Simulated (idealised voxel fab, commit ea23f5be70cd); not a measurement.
The following is a process module called voxel self aligned contacts.
The cross-section on display is named cut; it measures 265 nm wide, and its cells are 5 nm squares.
A cross-section is a grid of square cells, given in bands from the top down. A band is one or more rows of cells.
Heights first: top, then bottom, in nm. Then materials, left to right, each with a width in nm. "all across" on a single material: fills the band edge to edge. "air": empty space.
We count height from 0. Below that, the starting wafer is all one material. The lowest band never ends at the bottom but goes on down; see "0 nm and below" for how that is written.
So if you see something like "30..40" for the width, read it as the top row of the band sitting at the first number and the bottom row at the second, with every row in between moving by the same amount as the last.
For the purposes of this document, the phrase "remained the same" attached to a step denotes that no cell within the cross-section was modified by that step.
Closed void list: empty space of 8 cells or more with no open way to the top, each as width x height at its distance from the left edge, in nm
Past the settings on a step's line: simulator remark, on that step.
overlay nm, on a step with a mask: how far to the right of its planned place the mask lay; to the left if negative

PLAN
| 1 | RECEIVE,material Si |
| 2 | OXIDIZE,depth nm 5 |
| 3 | DIRECTIONAL_DEP,material polySi,thk nm 20 |
| 4 | DIRECTIONAL_DEP,material SiN,thk nm 15 |
| 5 | PATTERN,tone cover,mask id GATE,material resist,width nm 35,pitch nm 70,thk nm 20,overlay nm 0 |
| 6 | DIRECTIONAL_ETCH,etch materials SiN,depth nm 15 |
| 7 | DIRECTIONAL_ETCH,etch materials polySi,depth nm 20 |
| 8 | STRIP,etch materials resist |
| 9 | CONFORMAL_DEP,material SiN,thk nm 5 |
| 10 | DIRECTIONAL_ETCH,etch materials SiN,depth nm 5 |
| 11 | FILL_DEP,material SiO2,thk nm 15 |
| 12 | CMP,height nm 40 |
| 13 | PATTERN,tone open,mask id CONTACT,material resist,width nm 45,thk nm 15,overlay nm 0 |
| 14 | DIRECTIONAL_ETCH,etch materials SiO2,depth nm 45 |
| 15 | STRIP,etch materials resist |
| 16 | CONFORMAL_DEP,material TiN,thk nm 5 |
| 17 | FILL_DEP,material Ru,thk nm 5 |
| 18 | CMP,height nm 40 |
| 19 | CONFORMAL_DEP,material SiN,thk nm 5 |

RUN AS PLANNED: FIRST OF TWO WAFERS

SHOWN IN CROSS-SECTION IS THE WAFER AS RECEIVED, THAT IS, AS IT STANDS AFTER STEP 1
* 0 nm and below | Si all across
* Closed void list: none

SO THIS IS THE WAFER CROSS-SECTION RIGHT AFTER STEP 2
* 0 nm to -5 nm | SiO2 all across
* Whatever lies below -5 is exactly as it was before.

SO THIS IS THE WAFER CROSS-SECTION RIGHT AFTER STEP 3
* 20 nm to 0 nm | polySi all across
* Whatever lies below 0 is exactly as it was before.

SO THIS IS THE WAFER CROSS-SECTION RIGHT AFTER STEP 4
* 35 nm to 20 nm | SiN all across
* Whatever lies below 20 is exactly as it was before.

SO THIS IS THE WAFER CROSS-SECTION RIGHT AFTER STEP 5
* 55 nm to 35 nm | air: 80, resist: 35, air: 35, resist: 35, air: 80
* Whatever lies below 35 is exactly as it was before.

SO THIS IS THE WAFER CROSS-SECTION RIGHT AFTER STEP 6
* 55 nm to 35 nm | air: 80, resist: 35, air: 35, resist: 35, air: 80
* 35 nm to 20 nm | air: 80, SiN: 35, air: 35, SiN: 35, air: 80
* Whatever lies below 20 is exactly as it was before.

SO THIS IS THE WAFER CROSS-SECTION RIGHT AFTER STEP 7
* 55 nm to 35 nm | air: 80, resist: 35, air: 35, resist: 35, air: 80
* 35 nm to 20 nm | air: 80, SiN: 35, air: 35, SiN: 35, air: 80
* 20 nm to 0 nm | air: 80, polySi: 35, air: 35, polySi: 35, air: 80
* Whatever lies below 0 is exactly as it was before.

SO THIS IS THE WAFER CROSS-SECTION RIGHT AFTER STEP 8
* 35 nm to 20 nm | air: 80, SiN: 35, air: 35, SiN: 35, air: 80
* Whatever lies below 20 is exactly as it was before.

SO THIS IS THE WAFER CROSS-SECTION RIGHT AFTER STEP 9
* 40 nm to 20 nm | air: 75, SiN: 45, air: 25, SiN: 45, air: 75
* 20 nm to 5 nm | air: 75, SiN: 5, polySi: 35, SiN: 5, air: 25, SiN: 5, polySi: 35, SiN: 5, air: 75
* 5 nm to 0 nm | SiN: 80, polySi: 35, SiN: 35, polySi: 35, SiN: 80
* Whatever lies below 0 is exactly as it was before.

SO THIS IS THE WAFER CROSS-SECTION RIGHT AFTER STEP 10
* 35 nm to 20 nm | air: 75, SiN: 45, air: 25, SiN: 45, air: 75
* 20 nm to 0 nm | air: 75, SiN: 5, polySi: 35, SiN: 5, air: 25, SiN: 5, polySi: 35, SiN: 5, air: 75
* Whatever lies below 0 is exactly as it was before.

SO THIS IS THE WAFER CROSS-SECTION RIGHT AFTER STEP 11
* 50 nm to 35 nm | SiO2 all across
* 35 nm to 20 nm | SiO2: 75, SiN: 45, SiO2: 25, SiN: 45, SiO2: 75
* 20 nm to 0 nm | SiO2: 75, SiN: 5, polySi: 35, SiN: 5, SiO2: 25, SiN: 5, polySi: 35, SiN: 5, SiO2: 75
* Whatever lies below 0 is exactly as it was before.

SO THIS IS THE WAFER CROSS-SECTION RIGHT AFTER STEP 12
* 40 nm to 35 nm | SiO2 all across
* Whatever lies below 35 is exactly as it was before.

SO THIS IS THE WAFER CROSS-SECTION RIGHT AFTER STEP 13
* 55 nm to 40 nm | resist: 110, air: 45, resist: 110
* Whatever lies below 40 is exactly as it was before.

SO THIS IS THE WAFER CROSS-SECTION RIGHT AFTER STEP 14
* 55 nm to 40 nm | resist: 110, air: 45, resist: 110
* 40 nm to 35 nm | SiO2: 110, air: 45, SiO2: 110
* 35 nm to 20 nm | SiO2: 75, SiN: 45, air: 25, SiN: 45, SiO2: 75
* 20 nm to 0 nm | SiO2: 75, SiN: 5, polySi: 35, SiN: 5, air: 25, SiN: 5, polySi: 35, SiN: 5, SiO2: 75
* 0 nm to -5 nm | SiO2: 120, air: 25, SiO2: 120
* Whatever lies below -5 is exactly as it was before.

SO THIS IS THE WAFER CROSS-SECTION RIGHT AFTER STEP 15
* 40 nm to 35 nm | SiO2: 110, air: 45, SiO2: 110
* Whatever lies below 35 is exactly as it was before.

SO THIS IS THE WAFER CROSS-SECTION RIGHT AFTER STEP 16
* 45 nm to 40 nm | TiN: 115, air: 35, TiN: 115
* 40 nm to 35 nm | SiO2: 110, TiN: 15, air: 15, TiN: 15, SiO2: 110
* 35 nm to 20 nm | SiO2: 75, SiN: 45, TiN: 5, air: 15, TiN: 5, SiN: 45, SiO2: 75
* 20 nm to 0 nm | SiO2: 75, SiN: 5, polySi: 35, SiN: 5, TiN: 5, air: 15, TiN: 5, SiN: 5, polySi: 35, SiN: 5, SiO2: 75
* 0 nm to -5 nm | SiO2: 120, TiN: 25, SiO2: 120
* Whatever lies below -5 is exactly as it was before.

SO THIS IS THE WAFER CROSS-SECTION RIGHT AFTER STEP 17
* 50 nm to 45 nm | Ru all across
* 45 nm to 40 nm | TiN: 115, Ru: 35, TiN: 115
* 40 nm to 35 nm | SiO2: 110, TiN: 15, Ru: 15, TiN: 15, SiO2: 110
* 35 nm to 20 nm | SiO2: 75, SiN: 45, TiN: 5, Ru: 15, TiN: 5, SiN: 45, SiO2: 75
* 20 nm to 0 nm | SiO2: 75, SiN: 5, polySi: 35, SiN: 5, TiN: 5, Ru: 15, TiN: 5, SiN: 5, polySi: 35, SiN: 5, SiO2: 75
* Whatever lies below 0 is exactly as it was before.

SO THIS IS THE WAFER CROSS-SECTION RIGHT AFTER STEP 18
* 40 nm to 35 nm | SiO2: 110, TiN: 15, Ru: 15, TiN: 15, SiO2: 110
* Whatever lies below 35 is exactly as it was before.

SO THIS IS THE WAFER CROSS-SECTION RIGHT AFTER STEP 19
* 45 nm to 40 nm | SiN all across
* Whatever lies below 40 is exactly as it was before.

REGARDING THE SECOND OF THE TWO WAFERS: IT SHARED THE FIRST WAFER'S STARTING CONDITION AND PROCESS PLAN, YET ONE ERROR OCCURRED DURING ITS EXECUTION. ITS HISTORY COINCIDES WITH THAT OF THE FIRST WAFER UP TO AND INCLUDING STEP 2

CROSS-SECTION OF THE SECOND WAFER WHEN, ACCORDING TO PLAN, STEP 3 SHOULD HAVE FINISHED
* 40 nm to 0 nm | polySi all across
* Whatever lies below 0 is exactly as it was before.

CROSS-SECTION OF THE SECOND WAFER WHEN, ACCORDING TO PLAN, STEP 4 SHOULD HAVE FINISHED
* 55 nm to 40 nm | SiN all across
* Whatever lies below 40 is exactly as it was before.

CROSS-SECTION OF THE SECOND WAFER WHEN, ACCORDING TO PLAN, STEP 5 SHOULD HAVE FINISHED
* 75 nm to 55 nm | air: 80, resist: 35, air: 35, resist: 35, air: 80
* Whatever lies below 55 is exactly as it was before.

CROSS-SECTION OF THE SECOND WAFER WHEN, ACCORDING TO PLAN, STEP 6 SHOULD HAVE FINISHED
* 75 nm to 55 nm | air: 80, resist: 35, air: 35, resist: 35, air: 80
* 55 nm to 40 nm | air: 80, SiN: 35, air: 35, SiN: 35, air: 80
* Whatever lies below 40 is exactly as it was before.

CROSS-SECTION OF THE SECOND WAFER WHEN, ACCORDING TO PLAN, STEP 7 SHOULD HAVE FINISHED
* 75 nm to 55 nm | air: 80, resist: 35, air: 35, resist: 35, air: 80
* 55 nm to 40 nm | air: 80, SiN: 35, air: 35, SiN: 35, air: 80
* 40 nm to 20 nm | air: 80, polySi: 35, air: 35, polySi: 35, air: 80
* Whatever lies below 20 is exactly as it was before.

CROSS-SECTION OF THE SECOND WAFER WHEN, ACCORDING TO PLAN, STEP 8 SHOULD HAVE FINISHED
* 55 nm to 40 nm | air: 80, SiN: 35, air: 35, SiN: 35, air: 80
* Whatever lies below 40 is exactly as it was before.

CROSS-SECTION OF THE SECOND WAFER WHEN, ACCORDING TO PLAN, STEP 9 SHOULD HAVE FINISHED
* 60 nm to 40 nm | air: 75, SiN: 45, air: 25, SiN: 45, air: 75
* 40 nm to 25 nm | air: 75, SiN: 5, polySi: 35, SiN: 5, air: 25, SiN: 5, polySi: 35, SiN: 5, air: 75
* 25 nm to 20 nm | SiN: 80, polySi: 35, SiN: 35, polySi: 35, SiN: 80
* Whatever lies below 20 is exactly as it was before.

CROSS-SECTION OF THE SECOND WAFER WHEN, ACCORDING TO PLAN, STEP 10 SHOULD HAVE FINISHED
* 55 nm to 40 nm | air: 75, SiN: 45, air: 25, SiN: 45, air: 75
* 40 nm to 20 nm | air: 75, SiN: 5, polySi: 35, SiN: 5, air: 25, SiN: 5, polySi: 35, SiN: 5, air: 75
* Whatever lies below 20 is exactly as it was before.

CROSS-SECTION OF THE SECOND WAFER WHEN, ACCORDING TO PLAN, STEP 11 SHOULD HAVE FINISHED
* 70 nm to 55 nm | SiO2 all across
* 55 nm to 40 nm | SiO2: 75, SiN: 45, SiO2: 25, SiN: 45, SiO2: 75
* 40 nm to 20 nm | SiO2: 75, SiN: 5, polySi: 35, SiN: 5, SiO2: 25, SiN: 5, polySi: 35, SiN: 5, SiO2: 75
* Whatever lies below 20 is exactly as it was before.

CROSS-SECTION OF THE SECOND WAFER WHEN, ACCORDING TO PLAN, STEP 12 SHOULD HAVE FINISHED
* 40 nm to 20 nm | SiO2: 75, SiN: 5, polySi: 35, SiN: 5, SiO2: 25, SiN: 5, polySi: 35, SiN: 5, SiO2: 75
* Whatever lies below 20 is exactly as it was before.

CROSS-SECTION OF THE SECOND WAFER WHEN, ACCORDING TO PLAN, STEP 13 SHOULD HAVE FINISHED
* 55 nm to 40 nm | resist: 110, air: 45, resist: 110
* Whatever lies below 40 is exactly as it was before.

CROSS-SECTION OF THE SECOND WAFER WHEN, ACCORDING TO PLAN, STEP 14 SHOULD HAVE FINISHED
* 55 nm to 40 nm | resist: 110, air: 45, resist: 110
* 40 nm to 20 nm | SiO2: 75, SiN: 5, polySi: 35, SiN: 5, air: 25, SiN: 5, polySi: 35, SiN: 5, SiO2: 75
* Whatever lies below 20 is exactly as it was before.

CROSS-SECTION OF THE SECOND WAFER WHEN, ACCORDING TO PLAN, STEP 15 SHOULD HAVE FINISHED
* 40 nm to 20 nm | SiO2: 75, SiN: 5, polySi: 35, SiN: 5, air: 25, SiN: 5, polySi: 35, SiN: 5, SiO2: 75
* Whatever lies below 20 is exactly as it was before.

CROSS-SECTION OF THE SECOND WAFER WHEN, ACCORDING TO PLAN, STEP 16 SHOULD HAVE FINISHED
* 45 nm to 40 nm | TiN: 125, air: 15, TiN: 125
* 40 nm to 25 nm | SiO2: 75, SiN: 5, polySi: 35, SiN: 5, TiN: 5, air: 15, TiN: 5, SiN: 5, polySi: 35, SiN: 5, SiO2: 75
* 25 nm to 20 nm | SiO2: 75, SiN: 5, polySi: 35, SiN: 5, TiN: 25, SiN: 5, polySi: 35, SiN: 5, SiO2: 75
* Whatever lies below 20 is exactly as it was before.

CROSS-SECTION OF THE SECOND WAFER WHEN, ACCORDING TO PLAN, STEP 17 SHOULD HAVE FINISHED
* 50 nm to 45 nm | Ru all across
* 45 nm to 40 nm | TiN: 125, Ru: 15, TiN: 125
* 40 nm to 25 nm | SiO2: 75, SiN: 5, polySi: 35, SiN: 5, TiN: 5, Ru: 15, TiN: 5, SiN: 5, polySi: 35, SiN: 5, SiO2: 75
* Whatever lies below 25 is exactly as it was before.

CROSS-SECTION OF THE SECOND WAFER WHEN, ACCORDING TO PLAN, STEP 18 SHOULD HAVE FINISHED
* 40 nm to 25 nm | SiO2: 75, SiN: 5, polySi: 35, SiN: 5, TiN: 5, Ru: 15, TiN: 5, SiN: 5, polySi: 35, SiN: 5, SiO2: 75
* Whatever lies below 25 is exactly as it was before.

CROSS-SECTION OF THE SECOND WAFER WHEN, ACCORDING TO PLAN, STEP 19 SHOULD HAVE FINISHED
* 45 nm to 40 nm | SiN all across
* Whatever lies below 40 is exactly as it was before.
Processing error: step 3 of the plan was performed twice
Final comparison by cell count, materials where the second wafer has more or fewer than the first: -15 Ru, -54 SiN, -129 SiO2, -14 TiN, +212 polySi
